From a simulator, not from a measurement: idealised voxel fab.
process module | voxel gate over fins
cross-section cut | 230 nm wide | cells 5 nm
A cross-section is a grid of square cells, given in bands from the top down. A band is one or more rows of cells.
Each band's line starts with the height of the band's top and of its bottom, in nm. Then come its materials from left to right, each with its width in nm. One material with "throughout" fills the band from edge to edge. "air" is empty space.
Height 0 is the level under which the wafer as received is all one material. The lowest band goes on downwards, as in "0 down".
A width such as "30 to 40" changes by the same amount from each row of cells to the next, from the band's top row to its bottom row.
"no change" after a step means that no cell of the cross-section changed.
closed voids: empty space of 8 cells or more with no open way to the top, each as width x height at its distance from the left edge, in nm
after a step's settings: what the simulator itself notes on the step
overlay nm, on a step with a mask: how far to the right of its planned place the mask lay; to the left if negative
plan
1 op RECEIVE | material Si
2 op CONFORMAL_DEP | material SiN | thk nm 5
3 op MASKED_ETCH | tone cover | mask id FINS | width nm 15 | pitch nm 35 | etch materials SiN | depth nm 5 | overlay nm 0
4 op MASKED_ETCH | tone cover | mask id FINS | width nm 15 | pitch nm 35 | etch materials Si | depth nm 40 | overlay nm 0
5 op OXIDIZE | depth nm 5
6 op FILL_DEP | material SiO2 | thk nm 10
7 op CMP | height nm 5
8 op SELECTIVE_ETCH | etch materials SiO2 | depth nm 20
9 op STRIP | etch materials SiN
10 op CONFORMAL_DEP | material HfO2 | thk nm 5
11 op CONFORMAL_DEP | material TiN | thk nm 5
12 op FILL_DEP | material W | thk nm 15
13 op CMP | height nm 20
14 op CONFORMAL_DEP | material SiCN | thk nm 5
as received, after step 1
  0 down: Si throughout
  closed voids: none
a wafer at the end: this start, this plan, one mistake
  25 to 20: SiCN throughout
  20 to 10: W throughout
  10 to 5: W 65 | TiN 30 | W 5 | TiN 30 | W 5 | TiN 30 | W 65
  5 to 0: W 65 | TiN 5 | HfO2 20 | TiN 5 | W 5 | TiN 5 | HfO2 20 | TiN 5 | W 5 | TiN 5 | HfO2 20 | TiN 5 | W 65
  0 to -5: W 65 | TiN 5 | HfO2 5 | Si 10 | HfO2 5 | TiN 5 | W 5 | TiN 5 | HfO2 5 | Si 10 | HfO2 5 | TiN 5 | W 5 | TiN 5 | HfO2 5 | Si 10 | HfO2 5 | TiN 5 | W 65
  -5 to -10: TiN 70 | HfO2 5 | Si 10 | HfO2 5 | TiN 15 | HfO2 5 | Si 10 | HfO2 5 | TiN 15 | HfO2 5 | Si 10 | HfO2 5 | TiN 70
  -10 to -15: HfO2 75 | Si 10 | HfO2 25 | Si 10 | HfO2 25 | Si 10 | HfO2 75
  -15 to -45: SiO2 75 | Si 10 | SiO2 25 | Si 10 | SiO2 25 | Si 10 | SiO2 75
  -45 down: Si throughout
  closed voids: none
what went wrong: step 3 ran as: op MASKED_ETCH | tone cover | mask id FINS | width nm 20 | pitch nm 35 | etch materials SiN | depth nm 5 | overlay nm 0
